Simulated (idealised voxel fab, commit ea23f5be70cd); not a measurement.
Presented below is a process module, voxel fin reveal.
Shown is cross-section cut, with a width of 160 nm and square cells of size 5 nm.
In this document a cross-section is written as a grid of square cells. It is given as a series of bands, listed from the top down, and a band is one or more rows of cells. In this notation a band is specified by the heights of its top and bottom, in that order and in nm, after which its materials appear from left to right, each paired with its width in nm. The word "throughout" attached to a single material means that material fills the band from edge to edge; the word "blank" stands for empty space. A quick word on heights: they are counted from 0, and under that level the wafer as it came to us is one material throughout. The lowest band is different from the rest in having no bottom; it simply continues downward, written as in "0 and below". Think of "30 to 40" as a width that walks from the first number to the second as you go down the band, top row to bottom row, taking equal-sized steps from row to row. It should be understood that the words "nothing got changed", when stated for a given step, signify that the cross-section underwent no change in any of its cells during that step. Empty spaces without an open route to the top, at least 8 cells in extent, make up the entry "Enclosed voids"; each is given as width x height at distance, where the distance is measured from the left edge, and all are in nm. Formally, on a step line, whatever follows the settings is a remark that the simulator itself makes on the step. "overlay nm" on a masked step: distance the mask lay right of its planned place, negative for left.

### Intended process steps
step 1: RECEIVE: material Si
step 2: CONFORMAL_DEP: material SiN, thk nm 5
step 3: MASKED_ETCH: tone cover, mask id FINS, width nm 15, pitch nm 35, etch materials SiN, depth nm 5, overlay nm 0
step 4: MASKED_ETCH: tone cover, mask id FINS, width nm 15, pitch nm 35, etch materials Si, depth nm 30, overlay nm 0
step 5: FILL_DEP: material SiO2, thk nm 5
step 6: CMP: height nm 5
step 7: SELECTIVE_ETCH: etch materials SiO2, depth nm 20
step 8: STRIP: etch materials SiN

### The first of two wafers, run as planned

### Incoming wafer, cross-sectional view, post step 1
> 0 and below = Si throughout
> Enclosed voids: none

### The wafer in cross-section once step 2 is complete
> 5 down to 0 = SiN throughout
> Heights below 0 show no change.

### The wafer in cross-section once step 3 is complete
> 5 down to 0 = 20 of blank, 15 of SiN, 20 of blank, 15 of SiN, 20 of blank, 15 of SiN, 20 of blank, 15 of SiN, 20 of blank
> Heights below 0 show no change.

### The wafer in cross-section once step 4 is complete
> 5 down to 0 = 20 of blank, 15 of SiN, 20 of blank, 15 of SiN, 20 of blank, 15 of SiN, 20 of blank, 15 of SiN, 20 of blank
> 0 down to -30 = 20 of blank, 15 of Si, 20 of blank, 15 of Si, 20 of blank, 15 of Si, 20 of blank, 15 of Si, 20 of blank
> Heights below -30 show no change.

### The wafer in cross-section once step 5 is complete
> 10 down to 5 = SiO2 throughout
> 5 down to 0 = 20 of SiO2, 15 of SiN, 20 of SiO2, 15 of SiN, 20 of SiO2, 15 of SiN, 20 of SiO2, 15 of SiN, 20 of SiO2
> 0 down to -30 = 20 of SiO2, 15 of Si, 20 of SiO2, 15 of Si, 20 of SiO2, 15 of Si, 20 of SiO2, 15 of Si, 20 of SiO2
> Heights below -30 show no change.

### The wafer in cross-section once step 6 is complete
> 5 down to 0 = 20 of SiO2, 15 of SiN, 20 of SiO2, 15 of SiN, 20 of SiO2, 15 of SiN, 20 of SiO2, 15 of SiN, 20 of SiO2
> Heights below 0 show no change.

### The wafer in cross-section once step 7 is complete
> 5 down to 0 = 20 of blank, 15 of SiN, 20 of blank, 15 of SiN, 20 of blank, 15 of SiN, 20 of blank, 15 of SiN, 20 of blank
> 0 down to -15 = 20 of blank, 15 of Si, 20 of blank, 15 of Si, 20 of blank, 15 of Si, 20 of blank, 15 of Si, 20 of blank
> Heights below -15 show no change.

### The wafer in cross-section once step 8 is complete
> 0 down to -15 = 20 of blank, 15 of Si, 20 of blank, 15 of Si, 20 of blank, 15 of Si, 20 of blank, 15 of Si, 20 of blank
> Heights below -15 show no change.

### Companion wafer, the second of two: same beginning, same intended sequence, one mistake in carrying it out; through step 3 inclusive it tracks the first exactly

### At the planned end of step 4, the second wafer in cross-section
> 5 down to 0 = 20 of blank, 15 of SiN, 20 of blank, 15 of SiN, 20 of blank, 15 of SiN, 20 of blank, 15 of SiN, 20 of blank
> 0 down to -60 = 20 of blank, 15 of Si, 20 of blank, 15 of Si, 20 of blank, 15 of Si, 20 of blank, 15 of Si, 20 of blank
> Heights below -60 show no change.

### At the planned end of step 5, the second wafer in cross-section
> 10 down to 5 = SiO2 throughout
> 5 down to 0 = 20 of SiO2, 15 of SiN, 20 of SiO2, 15 of SiN, 20 of SiO2, 15 of SiN, 20 of SiO2, 15 of SiN, 20 of SiO2
> 0 down to -60 = 20 of SiO2, 15 of Si, 20 of SiO2, 15 of Si, 20 of SiO2, 15 of Si, 20 of SiO2, 15 of Si, 20 of SiO2
> Heights below -60 show no change.

### At the planned end of step 6, the second wafer in cross-section
> 5 down to 0 = 20 of SiO2, 15 of SiN, 20 of SiO2, 15 of SiN, 20 of SiO2, 15 of SiN, 20 of SiO2, 15 of SiN, 20 of SiO2
> Heights below 0 show no change.

### At the planned end of step 7, the second wafer in cross-section
> 5 down to 0 = 20 of blank, 15 of SiN, 20 of blank, 15 of SiN, 20 of blank, 15 of SiN, 20 of blank, 15 of SiN, 20 of blank
> 0 down to -15 = 20 of blank, 15 of Si, 20 of blank, 15 of Si, 20 of blank, 15 of Si, 20 of blank, 15 of Si, 20 of blank
> Heights below -15 show no change.

### At the planned end of step 8, the second wafer in cross-section
> 0 down to -15 = 20 of blank, 15 of Si, 20 of blank, 15 of Si, 20 of blank, 15 of Si, 20 of blank, 15 of Si, 20 of blank
> Heights below -15 show no change.
Deviation from plan: step 4 was run twice
Counted in cells at the end, the second wafer holds more or fewer of these materials than the first: 120 fewer of Si; 120 more of SiO2
